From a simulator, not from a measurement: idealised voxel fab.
voxel transistor to metal: a process module
The cross-section shown here is cut; it is 160 nm wide and divided into square cells measuring 5 nm on a side.
In what follows, cross-sections appear as grids of square cells, described through bands that run from the top down, where every band is one or more rows of cells.
Within each band entry, the heights of the top and of the bottom of the band appear first, in that order and in nm; the materials of the band then follow from left to right, each with its corresponding width in nm. The designation "everywhere" on a single material indicates that it fills the band from edge to edge; the designation "air" indicates empty space.
Ref level 0: as-received wafer is one material below here. Bottom band extends down with no lower bound ("z 0 and below").
The expression "30->40" gives the width at the extremes of the band, the first number at its top row of cells and the second at its bottom row, with the width changing by equal amounts from each row to the next in between.
Basically "nothing changed" means that step didn't change any cell in the cross-section.
You'll see "Enclosed voids" listing empty spaces that have no way open to the top, as long as they're 8 cells or more; the notation is width x height at distance, where the distance is from the left edge, and all of it is in nm.
On each step's line, the part that comes after the settings is the simulator's own comment on the step.
Among the settings permitted on a step's line is "overlay nm"; applied to a step with a mask, it specifies the extent to which the mask lay to the right of its planned position, whereas a negative figure signifies a position to the left.
-- Here's what the planned process steps look like
1 op RECEIVE | material Si
2 op OXIDIZE | depth nm 5
3 op CONFORMAL_DEP | material SiN | thk nm 10
4 op MASKED_ETCH | tone cover | mask id ACTIVE | width nm 110 | etch materials SiN | depth nm 10 | overlay nm 0
5 op MASKED_ETCH | tone cover | mask id ACTIVE | width nm 110 | etch materials SiO2 | depth nm 5 | overlay nm 0
6 op MASKED_ETCH | tone cover | mask id ACTIVE | width nm 110 | etch materials Si | depth nm 25 | overlay nm 0
7 op FILL_DEP | material SiO2 | thk nm 5
8 op CMP | height nm 10
9 op SELECTIVE_ETCH | etch materials SiO2 | depth nm 5
10 op STRIP | etch materials SiN
11 op SELECTIVE_ETCH | etch materials SiO2 | depth nm 5
12 op OXIDIZE | depth nm 5
13 op DIRECTIONAL_DEP | material polySi | thk nm 20
14 op DIRECTIONAL_DEP | material SiCN | thk nm 15
15 op PATTERN | tone cover | mask id GATE | material resist | width nm 20 | thk nm 15 | overlay nm 0
16 op DIRECTIONAL_ETCH | etch materials SiCN | depth nm 25
17 op DIRECTIONAL_ETCH | etch materials polySi | depth nm 30
18 op STRIP | etch materials resist
19 op CONFORMAL_DEP | material SiO2 | thk nm 5
20 op DIRECTIONAL_ETCH | etch materials SiO2 | depth nm 5
21 op CONFORMAL_DEP | material SiN | thk nm 10
22 op DIRECTIONAL_ETCH | etch materials SiN | depth nm 10
23 op DIRECTIONAL_ETCH | etch materials SiO2 | depth nm 5
24 op EPI | material nSi | thk nm 5
25 op FILL_DEP | material SiO2 | thk nm 5
26 op CMP | height nm 15
27 op STRIP | etch materials polySi
28 op SELECTIVE_ETCH | etch materials SiO2 | depth nm 5
29 op CONFORMAL_DEP | material HfO2 | thk nm 5
30 op CONFORMAL_DEP | material TiN | thk nm 5
31 op FILL_DEP | material W | thk nm 5
32 op CMP | height nm 10
33 op DIRECTIONAL_DEP | material SiO2 | thk nm 10
34 op MASKED_ETCH | tone open | mask id CONTACT | width nm 20 | pitch nm 80 | etch materials SiO2 | depth nm 25 | overlay nm 0
35 op CONFORMAL_DEP | material TiN | thk nm 5
36 op FILL_DEP | material W | thk nm 10
37 op CMP | height nm 20
38 op DIRECTIONAL_DEP | material TiN | thk nm 5
39 op DIRECTIONAL_DEP | material W | thk nm 25
40 op MASKED_ETCH | tone cover | mask id METAL_1 | width nm 20 | pitch nm 80 | etch materials W | depth nm 25 | overlay nm 0
41 op MASKED_ETCH | tone cover | mask id METAL_1 | width nm 20 | pitch nm 80 | etch materials TiN | depth nm 5 | overlay nm 0
42 op CONFORMAL_DEP | material SiCN | thk nm 5
43 op FILL_DEP | material lowk | thk nm 10
44 op CMP | height nm 50
45 op CONFORMAL_DEP | material SiCN | thk nm 5
Quick note for whoever runs this: the wafers start identical, but the width nm at step 15 isn't the same across them. The plan just shows what the first wafer had.
-- This is how the first of several wafers looked in cross-section when it arrived, which is after step 1
- z 0 and below: Si everywhere
- Enclosed voids: none
-- Here's the first of several wafers in cross-section, end of the module, after the last step, step 45
- z 55 to 50: SiCN everywhere
- z 50 to 25: 25 of lowk | 5 of SiCN | 20 of W | 5 of SiCN | 50 of lowk | 5 of SiCN | 20 of W | 5 of SiCN | 25 of lowk
- z 25 to 20: 30 of SiCN | 20 of TiN | 60 of SiCN | 20 of TiN | 30 of SiCN
- z 20 to 10: 30 of SiO2 | 5 of TiN | 10 of W | 5 of TiN | 60 of SiO2 | 5 of TiN | 10 of W | 5 of TiN | 30 of SiO2
- z 10 to 0: 30 of SiO2 | 5->10 of TiN | 10->5 of W | 5 of TiN | 5 of SiO2 | 10 of SiN | 5 of HfO2 | 5 of TiN | 10 of W | 5 of TiN | 5 of HfO2 | 10 of SiN | 5 of SiO2 | 5 of TiN | 10->5 of W | 5->10 of TiN | 30 of SiO2
- z 0 to -5: 25 of SiO2 | 10 of SiN | 15 of TiN | 5 of SiO2 | 10 of SiN | 5 of HfO2 | 20 of TiN | 5 of HfO2 | 10 of SiN | 5 of SiO2 | 15 of TiN | 10 of SiN | 25 of SiO2
- z -5 to -10: 35 of SiO2 | 20 of nSi | 10 of SiO2 | 30 of HfO2 | 10 of SiO2 | 20 of nSi | 35 of SiO2
- z -10 to -30: 25 of SiO2 | 110 of Si | 25 of SiO2
- z -30 and below: Si everywhere
- Enclosed voids: none
-- Here we cross-sectioned the last of the wafers once the module was done
- z 55 to 50: SiCN everywhere
- z 50 to 25: 25 of lowk | 5 of SiCN | 20 of W | 5 of SiCN | 50 of lowk | 5 of SiCN | 20 of W | 5 of SiCN | 25 of lowk
- z 25 to 20: 30 of SiCN | 20 of TiN | 60 of SiCN | 20 of TiN | 30 of SiCN
- z 20 to 15: 30 of SiO2 | 5 of TiN | 10 of W | 5 of TiN | 60 of SiO2 | 5 of TiN | 10 of W | 5 of TiN | 30 of SiO2
- z 15 to 10: 30 of SiO2 | 5 of TiN | 5 of W | 10 of TiN | 60 of SiO2 | 20 of TiN | 30 of SiO2
- z 10 to 5: 30 of SiO2 | 5 of TiN | 5 of W | 5 of TiN | 10 of SiN | 5 of HfO2 | 5 of TiN | 35 of W | 5 of TiN | 5 of HfO2 | 10 of SiN | 10 of TiN | 30 of SiO2
- z 5 to 0: 30 of SiO2 | 15 of TiN | 10 of SiN | 5 of HfO2 | 5 of TiN | 35 of W | 5 of TiN | 5 of HfO2 | 10 of SiN | 10 of TiN | 30 of SiO2
- z 0 to -5: 25 of SiO2 | 10 of SiN | 10 of TiN | 10 of SiN | 5 of HfO2 | 45 of TiN | 5 of HfO2 | 10 of SiN | 5 of TiN | 10 of SiN | 25 of SiO2
- z -5 to -10: 35 of SiO2 | 10 of nSi | 10 of SiO2 | 55 of HfO2 | 10 of SiO2 | 5 of nSi | 35 of SiO2
- z -10 to -30: 25 of SiO2 | 110 of Si | 25 of SiO2
- z -30 and below: Si everywhere
- Enclosed voids: none
-- Per wafer, end of module: cells gained (+) or lost (-) per material since receipt, then closed voids
width nm 20, +12 HfO2, -104 Si, +76 SiCN, +16 SiN, +146 SiO2, +40 TiN, +58 W, +100 lowk, +8 nSi, Enclosed voids: none
width nm 25, +13 HfO2, -104 Si, +76 SiCN, +16 SiN, +143 SiO2, +41 TiN, +60 W, +100 lowk, +7 nSi, Enclosed voids: none
width nm 30, +14 HfO2, -104 Si, +76 SiCN, +16 SiN, +140 SiO2, +42 TiN, +62 W, +100 lowk, +6 nSi, Enclosed voids: none
width nm 35, +15 HfO2, -104 Si, +76 SiCN, +16 SiN, +140 SiO2, +43 TiN, +61 W, +100 lowk, +5 nSi, Enclosed voids: none
width nm 40, +16 HfO2, -104 Si, +76 SiCN, +16 SiN, +140 SiO2, +44 TiN, +60 W, +100 lowk, +4 nSi, Enclosed voids: none
width nm 45, +17 HfO2, -104 Si, +76 SiCN, +16 SiN, +140 SiO2, +44 TiN, +60 W, +100 lowk, +3 nSi, Enclosed voids: none
